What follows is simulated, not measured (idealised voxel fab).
process module | voxel capacitor over wiring
cross-section cut | 210 nm wide | cells 5 nm
A cross-section is a grid of square cells, given in bands from the top down. A band is one or more rows of cells.
Each band's line starts with the height of the band's top and of its bottom, in nm. Then come its materials from left to right, each with its width in nm. One material with "throughout" fills the band from edge to edge. "air" is empty space.
Height 0 is the level under which the wafer as received is all one material. The lowest band goes on downwards, as in "0 down".
A width such as "30 to 40" changes by the same amount from each row of cells to the next, from the band's top row to its bottom row.
"no change" after a step means that no cell of the cross-section changed.
closed voids: empty space of 8 cells or more with no open way to the top, each as width x height at its distance from the left edge, in nm
after a step's settings: what the simulator itself notes on the step
overlay nm, on a step with a mask: how far to the right of its planned place the mask lay; to the left if negative
plan
1 op RECEIVE | material Si
2 op CONFORMAL_DEP | material SiO2 | thk nm 10
3 op CONFORMAL_DEP | material SiCN | thk nm 5
4 op DIRECTIONAL_DEP | material SiO2 | thk nm 15
5 op PATTERN | tone open | mask id METAL_1 | material resist | width nm 25 | pitch nm 80 | thk nm 20 | overlay nm 0
6 op DIRECTIONAL_ETCH | etch materials SiO2 | depth nm 25
7 op DIRECTIONAL_ETCH | etch materials SiCN | depth nm 5
8 op STRIP | etch materials resist
9 op CONFORMAL_DEP | material TiN | thk nm 5
10 op FILL_DEP | material Ru | thk nm 10
11 op CMP | height nm 40
12 op CONFORMAL_DEP | material SiCN | thk nm 5
13 op DIRECTIONAL_DEP | material lowk | thk nm 15
14 op PATTERN | tone open | mask id PLUG_1 | material resist | width nm 15 | thk nm 15 | overlay nm 0
15 op DIRECTIONAL_ETCH | etch materials lowk | depth nm 15
16 op DIRECTIONAL_ETCH | etch materials SiCN | depth nm 5
17 op STRIP | etch materials resist
18 op EPI | material Ru | thk nm 10
19 op EPI | material Ru | thk nm 10
20 op DIRECTIONAL_DEP | material TiN | thk nm 10
21 op DIRECTIONAL_DEP | material Al2O3 | thk nm 5
22 op DIRECTIONAL_DEP | material TiN | thk nm 10
23 op DIRECTIONAL_DEP | material aC | thk nm 10
24 op PATTERN | tone cover | mask id UPPER_PLATE | material resist | width nm 60 | thk nm 25 | overlay nm 0
25 op DIRECTIONAL_ETCH | etch materials aC | depth nm 10
26 op STRIP | etch materials resist
27 op DIRECTIONAL_ETCH | etch materials TiN | depth nm 10
28 op DIRECTIONAL_ETCH | etch materials Al2O3 | depth nm 5
29 op STRIP | etch materials aC
30 op DIRECTIONAL_DEP | material aC | thk nm 15
31 op PATTERN | tone cover | mask id LOWER_PLATE | material resist | width nm 70 | thk nm 30 | overlay nm 0
32 op DIRECTIONAL_ETCH | etch materials aC | depth nm 15
33 op STRIP | etch materials resist
34 op DIRECTIONAL_ETCH | etch materials TiN | depth nm 10
35 op STRIP | etch materials aC
36 op FILL_DEP | material SiO2 | thk nm 15
37 op CMP | height nm 95
38 op DIRECTIONAL_DEP | material aC | thk nm 10
39 op PATTERN | tone open | mask id PLUG_2 | material resist | width nm 15 | thk nm 25 | overlay nm 0
40 op DIRECTIONAL_ETCH | etch materials aC | depth nm 10
41 op STRIP | etch materials resist
42 op DIRECTIONAL_ETCH | etch materials SiO2 | depth nm 10
43 op STRIP | etch materials aC
44 op CONFORMAL_DEP | material TiN | thk nm 5
45 op FILL_DEP | material Cu | thk nm 5
46 op CMP | height nm 95
47 op CONFORMAL_DEP | material SiN | thk nm 5
varied across the wafers: thk nm of step 4. The plan shows the first wafer's value. All wafers start alike
first wafer as received, after step 1
  0 down: Si throughout
  closed voids: none
each wafer at the end: cells of each material gained (+) or lost (-) since it was received, then its closed voids
thk nm 15 | +12 Al2O3 | +1 Cu | +78 Ru | +71 SiCN | +42 SiN | +404 SiO2 | +115 TiN | +117 lowk | closed voids: none
thk nm 20 | +12 Al2O3 | +1 Cu | +42 Ru | +71 SiCN | +42 SiN | +436 SiO2 | +119 TiN | +117 lowk | closed voids: none
thk nm 25 | +12 Al2O3 | +1 Cu | +42 Ru | +71 SiCN | +42 SiN | +468 SiO2 | +87 TiN | +117 lowk | closed voids: none
thk nm 30 | +12 Al2O3 | +1 Cu | +30 Ru | +81 SiCN | +42 SiN | +478 SiO2 | +79 TiN | +117 lowk | closed voids: none
thk nm 35 | +12 Al2O3 | +1 Cu | +24 Ru | +81 SiCN | +42 SiN | +488 SiO2 | +75 TiN | +117 lowk | closed voids: none
thk nm 40 | +12 Al2O3 | +1 Cu | +18 Ru | +81 SiCN | +42 SiN | +498 SiO2 | +71 TiN | +117 lowk | closed voids: none
